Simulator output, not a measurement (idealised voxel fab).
Process module heading - voxel tone inversion
Shown is cross-section cut, with a width of 295 nm and square cells of size 5 nm.
Just so we're on the same page, the cross-sections are grids of square cells, and they're listed out in bands top to bottom, each band one or more rows deep.
Basically the band line says how high the top is and how high the bottom is, in nm, and then what's in it from left to right, every material with its width in nm. Empty space shows up as "empty", and if a single material carries "all across" it runs the full band edge to edge.
The level at which height equals 0 is the one under which the wafer, as it arrives, is entirely one material. No lower edge exists for the bottom band, which continues downward and is notated as in "z 0 and below".
The expression "30..40" gives the width at the extremes of the band, the first number at its top row of cells and the second at its bottom row, with the width changing by equal amounts from each row to the next in between.
Step note "no alteration" = no cross-section cell changed.
So "Closed void listing" is basically the list of trapped voids: any empty space of 8 cells or more that can't reach the top through an opening. They're written width x height at distance, the distance being from the left edge, and it's all nm.
It should be noted that, on the line of a given step, the content following the step's settings is a remark produced by the simulator itself with respect to that step.
On any step carrying a mask, the "overlay nm" setting, if present on the step's line, tells how far right of its planned place the mask lay; negative values point to the left.
Each pair below shows a cross-section before one step and the cross-section after it, down to the lowest band that changed. The line under each pair gives the step between them, with its settings. The pairs can come from different runs of this module on the same starting wafer, so a pair continues from the pair above only where its "Status before step" says so.

## Status before step
  z 0 and below | Si all across
  Closed void listing: none

## State After Step
  z 5 to 0 | SiCN all across
  No changes below 0.
  Closed void listing: none
Step taken after the before cross-section and before the after cross-section above: CONFORMAL_DEP [material SiCN] [thk nm 5]

Status before step: this step begins from the cross-section that the pair just above shows after its step.

## State After Step
  z 30 to 5 | aC all across
  No changes below 5.
  Closed void listing: none
Step taken after the before cross-section and before the after cross-section above: DIRECTIONAL_DEP [material aC] [thk nm 25]

Status before step: this step begins from the cross-section that the pair just above shows after its step.

## State After Step
  z 65 to 30 | 95 empty | 15 resist | 30 empty | 15 resist | 30 empty | 15 resist | 95 empty
  No changes below 30.
  Closed void listing: none
Step taken after the before cross-section and before the after cross-section above: PATTERN [tone cover] [mask id POSTS] [material resist] [width nm 15] [pitch nm 45] [thk nm 35] [overlay nm 0]

Status before step: this step begins from the cross-section that the pair just above shows after its step.

## State After Step
  z 40 to 30 | 95 empty | 15 resist | 30 empty | 15 resist | 30 empty | 15 resist | 95 empty
  z 30 to 5 | 95 empty | 15 aC | 30 empty | 15 aC | 30 empty | 15 aC | 95 empty
  No changes below 5.
  Closed void listing: none
Step taken after the before cross-section and before the after cross-section above: DIRECTIONAL_ETCH [etch materials aC] [depth nm 25]

Status before step: this step begins from the cross-section that the pair just above shows after its step.

## State After Step
  z 30 to 5 | 95 empty | 15 aC | 30 empty | 15 aC | 30 empty | 15 aC | 95 empty
  No changes below 5.
  Closed void listing: none
Step taken after the before cross-section and before the after cross-section above: STRIP [etch materials resist]

Status before step: this step begins from the cross-section that the pair just above shows after its step.

## State After Step
  z 35 to 30 | SiO2 all across
  z 30 to 5 | 95 SiO2 | 15 aC | 30 SiO2 | 15 aC | 30 SiO2 | 15 aC | 95 SiO2
  No changes below 5.
  Closed void listing: none
Step taken after the before cross-section and before the after cross-section above: FILL_DEP [material SiO2] [thk nm 5]

Status before step: this step begins from the cross-section that the pair just above shows after its step.

## State After Step
  z 30 to 5 | 95 SiO2 | 15 aC | 30 SiO2 | 15 aC | 30 SiO2 | 15 aC | 95 SiO2
  No changes below 5.
  Closed void listing: none
Step taken after the before cross-section and before the after cross-section above: CMP [height nm 30]

Status before step: this step begins from the cross-section that the pair just above shows after its step.

## State After Step
  z 30 to 5 | 95 SiO2 | 15 empty | 30 SiO2 | 15 empty | 30 SiO2 | 15 empty | 95 SiO2
  No changes below 5.
  Closed void listing: none
Step taken after the before cross-section and before the after cross-section above: STRIP [etch materials aC]

## Status before step
  z 0 and below | Si all across
  Closed void listing: none

## State After Step
  z 25 to 0 | aC all across
  No changes below 0.
  Closed void listing: none
Step taken after the before cross-section and before the after cross-section above: DIRECTIONAL_DEP [material aC] [thk nm 25]

Status before step: this step begins from the cross-section that the pair just above shows after its step.

## State After Step
  z 60 to 25 | 95 empty | 15 resist | 30 empty | 15 resist | 30 empty | 15 resist | 95 empty
  No changes below 25.
  Closed void listing: none
Step taken after the before cross-section and before the after cross-section above: PATTERN [tone cover] [mask id POSTS] [material resist] [width nm 15] [pitch nm 45] [thk nm 35] [overlay nm 0]

Status before step: this step begins from the cross-section that the pair just above shows after its step.

## State After Step
  z 35 to 25 | 95 empty | 15 resist | 30 empty | 15 resist | 30 empty | 15 resist | 95 empty
  z 25 to 0 | 95 empty | 15 aC | 30 empty | 15 aC | 30 empty | 15 aC | 95 empty
  No changes below 0.
  Closed void listing: none
Step taken after the before cross-section and before the after cross-section above: DIRECTIONAL_ETCH [etch materials aC] [depth nm 25]

Status before step: this step begins from the cross-section that the pair just above shows after its step.

## State After Step
  z 25 to 0 | 95 empty | 15 aC | 30 empty | 15 aC | 30 empty | 15 aC | 95 empty
  No changes below 0.
  Closed void listing: none
Step taken after the before cross-section and before the after cross-section above: STRIP [etch materials resist]

Status before step: this step begins from the cross-section that the pair just above shows after its step.

## State After Step
  z 30 to 25 | SiO2 all across
  z 25 to 0 | 95 SiO2 | 15 aC | 30 SiO2 | 15 aC | 30 SiO2 | 15 aC | 95 SiO2
  No changes below 0.
  Closed void listing: none
Step taken after the before cross-section and before the after cross-section above: FILL_DEP [material SiO2] [thk nm 5]

## Status before step
  z 25 to 0 | aC all across
  z 0 and below | Si all across
  Closed void listing: none

## State After Step
  z 30 to 25 | SiCN all across
  No changes below 25.
  Closed void listing: none
Step taken after the before cross-section and before the after cross-section above: CONFORMAL_DEP [material SiCN] [thk nm 5]

Status before step: this step begins from the cross-section that the pair just above shows after its step.

## State After Step
  z 65 to 30 | 95 empty | 15 resist | 30 empty | 15 resist | 30 empty | 15 resist | 95 empty
  No changes below 30.
  Closed void listing: none
Step taken after the before cross-section and before the after cross-section above: PATTERN [tone cover] [mask id POSTS] [material resist] [width nm 15] [pitch nm 45] [thk nm 35] [overlay nm 0]

Status before step: this step begins from the cross-section that the pair just above shows after its step.

## State After Step
  z 40 to 30 | 95 empty | 15 resist | 30 empty | 15 resist | 30 empty | 15 resist | 95 empty
  No changes below 30.
  Closed void listing: none
Step taken after the before cross-section and before the after cross-section above: DIRECTIONAL_ETCH [etch materials aC] [depth nm 25]

Status before step: this step begins from the cross-section that the pair just above shows after its step.

## State After Step
  z 30 to 25 | SiCN all across
  No changes below 25.
  Closed void listing: none
Step taken after the before cross-section and before the after cross-section above: STRIP [etch materials resist]

Status before step: this step begins from the cross-section that the pair just above shows after its step.

## State After Step
  z 35 to 30 | SiO2 all across
  No changes below 30.
  Closed void listing: none
Step taken after the before cross-section and before the after cross-section above: FILL_DEP [material SiO2] [thk nm 5]

Status before step: this step begins from the cross-section that the pair just above shows after its step.

## State After Step
  z 30 to 25 | SiCN all across
  No changes below 25.
  Closed void listing: none
Step taken after the before cross-section and before the after cross-section above: CMP [height nm 30]

## Status before step
  z 5 to 0 | SiCN all across
  z 0 and below | Si all across
  Closed void listing: none

## State After Step
  z 25 to 5 | aC all across
  No changes below 5.
  Closed void listing: none
Step taken after the before cross-section and before the after cross-section above: DIRECTIONAL_DEP [material aC] [thk nm 20]

Status before step: this step begins from the cross-section that the pair just above shows after its step.

## State After Step
  z 60 to 25 | 95 empty | 15 resist | 30 empty | 15 resist | 30 empty | 15 resist | 95 empty
  No changes below 25.
  Closed void listing: none
Step taken after the before cross-section and before the after cross-section above: PATTERN [tone cover] [mask id POSTS] [material resist] [width nm 15] [pitch nm 45] [thk nm 35] [overlay nm 0]

Status before step: this step begins from the cross-section that the pair just above shows after its step.

## State After Step
  z 35 to 25 | 95 empty | 15 resist | 30 empty | 15 resist | 30 empty | 15 resist | 95 empty
  z 25 to 5 | 95 empty | 15 aC | 30 empty | 15 aC | 30 empty | 15 aC | 95 empty
  No changes below 5.
  Closed void listing: none
Step taken after the before cross-section and before the after cross-section above: DIRECTIONAL_ETCH [etch materials aC] [depth nm 25]

Status before step: this step begins from the cross-section that the pair just above shows after its step.

## State After Step
  z 25 to 5 | 95 empty | 15 aC | 30 empty | 15 aC | 30 empty | 15 aC | 95 empty
  No changes below 5.
  Closed void listing: none
Step taken after the before cross-section and before the after cross-section above: STRIP [etch materials resist]

Status before step: this step begins from the cross-section that the pair just above shows after its step.

## State After Step
  z 30 to 25 | SiO2 all across
  z 25 to 5 | 95 SiO2 | 15 aC | 30 SiO2 | 15 aC | 30 SiO2 | 15 aC | 95 SiO2
  No changes below 5.
  Closed void listing: none
Step taken after the before cross-section and before the after cross-section above: FILL_DEP [material SiO2] [thk nm 5]

## Status before step
  z 30 to 5 | aC all across
  z 5 to 0 | SiCN all across
  z 0 and below | Si all across
  Closed void listing: none

## State After Step
  z 65 to 30 | 90 empty | 25 resist | 20 empty | 25 resist | 20 empty | 25 resist | 90 empty
  No changes below 30.
  Closed void listing: none
Step taken after the before cross-section and before the after cross-section above: PATTERN [tone cover] [mask id POSTS] [material resist] [width nm 25] [pitch nm 45] [thk nm 35] [overlay nm 0]

Status before step: this step begins from the cross-section that the pair just above shows after its step.

## State After Step
  z 40 to 30 | 90 empty | 25 resist | 20 empty | 25 resist | 20 empty | 25 resist | 90 empty
  z 30 to 5 | 90 empty | 25 aC | 20 empty | 25 aC | 20 empty | 25 aC | 90 empty
  No changes below 5.
  Closed void listing: none
Step taken after the before cross-section and before the after cross-section above: DIRECTIONAL_ETCH [etch materials aC] [depth nm 25]

Status before step: this step begins from the cross-section that the pair just above shows after its step.

## State After Step
  z 30 to 5 | 90 empty | 25 aC | 20 empty | 25 aC | 20 empty | 25 aC | 90 empty
  No changes below 5.
  Closed void listing: none
Step taken after the before cross-section and before the after cross-section above: STRIP [etch materials resist]

Status before step: this step begins from the cross-section that the pair just above shows after its step.

## State After Step
  z 35 to 30 | SiO2 all across
  z 30 to 5 | 90 SiO2 | 25 aC | 20 SiO2 | 25 aC | 20 SiO2 | 25 aC | 90 SiO2
  No changes below 5.
  Closed void listing: none
Step taken after the before cross-section and before the after cross-section above: FILL_DEP [material SiO2] [thk nm 5]

Status before step: this step begins from the cross-section that the pair just above shows after its step.

## State After Step
  z 30 to 5 | 90 SiO2 | 25 aC | 20 SiO2 | 25 aC | 20 SiO2 | 25 aC | 90 SiO2
  No changes below 5.
  Closed void listing: none
Step taken after the before cross-section and before the after cross-section above: CMP [height nm 30]

Status before step: this step begins from the cross-section that the pair just above shows after its step.

## State After Step
  z 30 to 5 | 90 SiO2 | 25 empty | 20 SiO2 | 25 empty | 20 SiO2 | 25 empty | 90 SiO2
  No changes below 5.
  Closed void listing: none
Step taken after the before cross-section and before the after cross-section above: STRIP [etch materials aC]

## Status before step
  z 30 to 5 | aC all across
  z 5 to 0 | SiCN all across
  z 0 and below | Si all across
  Closed void listing: none

## State After Step
  z 65 to 30 | 105 empty | 15 resist | 30 empty | 15 resist | 30 empty | 15 resist | 85 empty
  No changes below 30.
  Closed void listing: none
Step taken after the before cross-section and before the after cross-section above: PATTERN [tone cover] [mask id POSTS] [material resist] [width nm 15] [pitch nm 45] [thk nm 35] [overlay nm 10]

Status before step: this step begins from the cross-section that the pair just above shows after its step.

## State After Step
  z 40 to 30 | 105 empty | 15 resist | 30 empty | 15 resist | 30 empty | 15 resist | 85 empty
  z 30 to 5 | 105 empty | 15 aC | 30 empty | 15 aC | 30 empty | 15 aC | 85 empty
  No changes below 5.
  Closed void listing: none
Step taken after the before cross-section and before the after cross-section above: DIRECTIONAL_ETCH [etch materials aC] [depth nm 25]

Status before step: this step begins from the cross-section that the pair just above shows after its step.

## State After Step
  z 30 to 5 | 105 empty | 15 aC | 30 empty | 15 aC | 30 empty | 15 aC | 85 empty
  No changes below 5.
  Closed void listing: none
Step taken after the before cross-section and before the after cross-section above: STRIP [etch materials resist]

Status before step: this step begins from the cross-section that the pair just above shows after its step.

## State After Step
  z 35 to 30 | SiO2 all across
  z 30 to 5 | 105 SiO2 | 15 aC | 30 SiO2 | 15 aC | 30 SiO2 | 15 aC | 85 SiO2
  No changes below 5.
  Closed void listing: none
Step taken after the before cross-section and before the after cross-section above: FILL_DEP [material SiO2] [thk nm 5]

Status before step: this step begins from the cross-section that the pair just above shows after its step.

## State After Step
  z 30 to 5 | 105 SiO2 | 15 aC | 30 SiO2 | 15 aC | 30 SiO2 | 15 aC | 85 SiO2
  No changes below 5.
  Closed void listing: none
Step taken after the before cross-section and before the after cross-section above: CMP [height nm 30]

Status before step: this step begins from the cross-section that the pair just above shows after its step.

## State After Step
  z 30 to 5 | 105 SiO2 | 15 empty | 30 SiO2 | 15 empty | 30 SiO2 | 15 empty | 85 SiO2
  No changes below 5.
  Closed void listing: none
Step taken after the before cross-section and before the after cross-section above: STRIP [etch materials aC]

## Status before step
  z 5 to 0 | SiCN all across
  z 0 and below | Si all across
  Closed void listing: none

## State After Step
  z 30 to 0 | SiCN all across
  No changes below 0.
  Closed void listing: none
Step taken after the before cross-section and before the after cross-section above: DIRECTIONAL_DEP [material SiCN] [thk nm 25]

Status before step: this step begins from the cross-section that the pair just above shows after its step.

## State After Step
  z 65 to 30 | 95 empty | 15 resist | 30 empty | 15 resist | 30 empty | 15 resist | 95 empty
  No changes below 30.
  Closed void listing: none
Step taken after the before cross-section and before the after cross-section above: PATTERN [tone cover] [mask id POSTS] [material resist] [width nm 15] [pitch nm 45] [thk nm 35] [overlay nm 0]

Status before step: this step begins from the cross-section that the pair just above shows after its step.

## State After Step
  z 40 to 30 | 95 empty | 15 resist | 30 empty | 15 resist | 30 empty | 15 resist | 95 empty
  No changes below 30.
  Closed void listing: none
Step taken after the before cross-section and before the after cross-section above: DIRECTIONAL_ETCH [etch materials aC] [depth nm 25]

Status before step: this step begins from the cross-section that the pair just above shows after its step.

## State After Step
  z 30 to 0 | SiCN all across
  No changes below 0.
  Closed void listing: none
Step taken after the before cross-section and before the after cross-section above: STRIP [etch materials resist]

Status before step: this step begins from the cross-section that the pair just above shows after its step.

## State After Step
  z 35 to 30 | SiO2 all across
  No changes below 30.
  Closed void listing: none
Step taken after the before cross-section and before the after cross-section above: FILL_DEP [material SiO2] [thk nm 5]

Status before step: this step begins from the cross-section that the pair just above shows after its step.

## State After Step
  z 30 to 0 | SiCN all across
  No changes below 0.
  Closed void listing: none
Step taken after the before cross-section and before the after cross-section above: CMP [height nm 30]

## Status before step
  z 30 to 5 | aC all across
  z 5 to 0 | SiCN all across
  z 0 and below | Si all across
  Closed void listing: none

## State After Step
  z 65 to 30 | 95 resist | 15 empty | 30 resist | 15 empty | 30 resist | 15 empty | 95 resist
  No changes below 30.
  Closed void listing: none
Step taken after the before cross-section and before the after cross-section above: PATTERN [tone open] [mask id POSTS] [material resist] [width nm 15] [pitch nm 45] [thk nm 35] [overlay nm 0]

Status before step: this step begins from the cross-section that the pair just above shows after its step.

## State After Step
  z 40 to 30 | 95 resist | 15 empty | 30 resist | 15 empty | 30 resist | 15 empty | 95 resist
  z 30 to 5 | 95 aC | 15 empty | 30 aC | 15 empty | 30 aC | 15 empty | 95 aC
  No changes below 5.
  Closed void listing: none
Step taken after the before cross-section and before the after cross-section above: DIRECTIONAL_ETCH [etch materials aC] [depth nm 25]

Status before step: this step begins from the cross-section that the pair just above shows after its step.

## State After Step
  z 30 to 5 | 95 aC | 15 empty | 30 aC | 15 empty | 30 aC | 15 empty | 95 aC
  No changes below 5.
  Closed void listing: none
Step taken after the before cross-section and before the after cross-section above: STRIP [etch materials resist]

Status before step: this step begins from the cross-section that the pair just above shows after its step.

## State After Step
  z 35 to 30 | SiO2 all across
  z 30 to 5 | 95 aC | 15 SiO2 | 30 aC | 15 SiO2 | 30 aC | 15 SiO2 | 95 aC
  No changes below 5.
  Closed void listing: none
Step taken after the before cross-section and before the after cross-section above: FILL_DEP [material SiO2] [thk nm 5]

Status before step: this step begins from the cross-section that the pair just above shows after its step.

## State After Step
  z 30 to 5 | 95 aC | 15 SiO2 | 30 aC | 15 SiO2 | 30 aC | 15 SiO2 | 95 aC
  No changes below 5.
  Closed void listing: none
Step taken after the before cross-section and before the after cross-section above: CMP [height nm 30]

Status before step: this step begins from the cross-section that the pair just above shows after its step.

## State After Step
  z 30 to 5 | 95 empty | 15 SiO2 | 30 empty | 15 SiO2 | 30 empty | 15 SiO2 | 95 empty
  No changes below 5.
  Closed void listing: none
Step taken after the before cross-section and before the after cross-section above: STRIP [etch materials aC]
